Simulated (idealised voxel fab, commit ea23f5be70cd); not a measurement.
process module | voxel self aligned contacts
cross-section cut | 210 nm wide | cells 5 nm
A cross-section is a grid of square cells, given in bands from the top down. A band is one or more rows of cells.
Each band's line starts with the height of the band's top and of its bottom, in nm. Then come its materials from left to right, each with its width in nm. One material with "throughout" fills the band from edge to edge. "air" is empty space.
Height 0 is the level under which the wafer as received is all one material. The lowest band goes on downwards, as in "0 down".
A width such as "30 to 40" changes by the same amount from each row of cells to the next, from the band's top row to its bottom row.
"no change" after a step means that no cell of the cross-section changed.
closed voids: empty space of 8 cells or more with no open way to the top, each as width x height at its distance from the left edge, in nm
after a step's settings: what the simulator itself notes on the step
overlay nm, on a step with a mask: how far to the right of its planned place the mask lay; to the left if negative
plan
1 op RECEIVE | material Si
2 op CONFORMAL_DEP | material SiO2 | thk nm 5
3 op DIRECTIONAL_DEP | material polySi | thk nm 20
4 op DIRECTIONAL_DEP | material SiN | thk nm 15
5 op DIRECTIONAL_DEP | material aC | thk nm 15
6 op PATTERN | tone cover | mask id GATE | material resist | width nm 30 | pitch nm 55 | thk nm 30 | overlay nm 0
7 op DIRECTIONAL_ETCH | etch materials aC | depth nm 15
8 op STRIP | etch materials resist
9 op DIRECTIONAL_ETCH | etch materials SiN | depth nm 15
10 op DIRECTIONAL_ETCH | etch materials polySi | depth nm 20
11 op STRIP | etch materials aC
12 op CONFORMAL_DEP | material SiN | thk nm 5
13 op DIRECTIONAL_ETCH | etch materials SiN | depth nm 5
14 op FILL_DEP | material SiO2 | thk nm 20
15 op CMP | height nm 50
16 op DIRECTIONAL_DEP | material aC | thk nm 10
17 op PATTERN | tone open | mask id CONTACT | material resist | width nm 35 | thk nm 30 | overlay nm 0
18 op DIRECTIONAL_ETCH | etch materials aC | depth nm 10
19 op STRIP | etch materials resist
20 op DIRECTIONAL_ETCH | etch materials SiO2 | depth nm 50
21 op STRIP | etch materials aC
22 op CONFORMAL_DEP | material TiN | thk nm 5
23 op FILL_DEP | material W | thk nm 10
24 op CMP | height nm 50
25 op CONFORMAL_DEP | material SiN | thk nm 5
varied across the wafers: thk nm of step 2. The plan shows the first wafer's value. All wafers start alike
first wafer as received, after step 1
  0 down: Si throughout
  closed voids: none
each wafer at the end: cells of each material gained (+) or lost (-) since it was received, then its closed voids
thk nm 5 | +106 SiN | +270 SiO2 | +25 TiN | +13 W | +48 polySi | closed voids: none
thk nm 10 | +106 SiN | +274 SiO2 | +25 TiN | +9 W | +48 polySi | closed voids: none
thk nm 15 | +106 SiN | +278 SiO2 | +21 TiN | +9 W | +48 polySi | closed voids: none
thk nm 20 | +90 SiN | +294 SiO2 | +21 TiN | +9 W | +48 polySi | closed voids: none
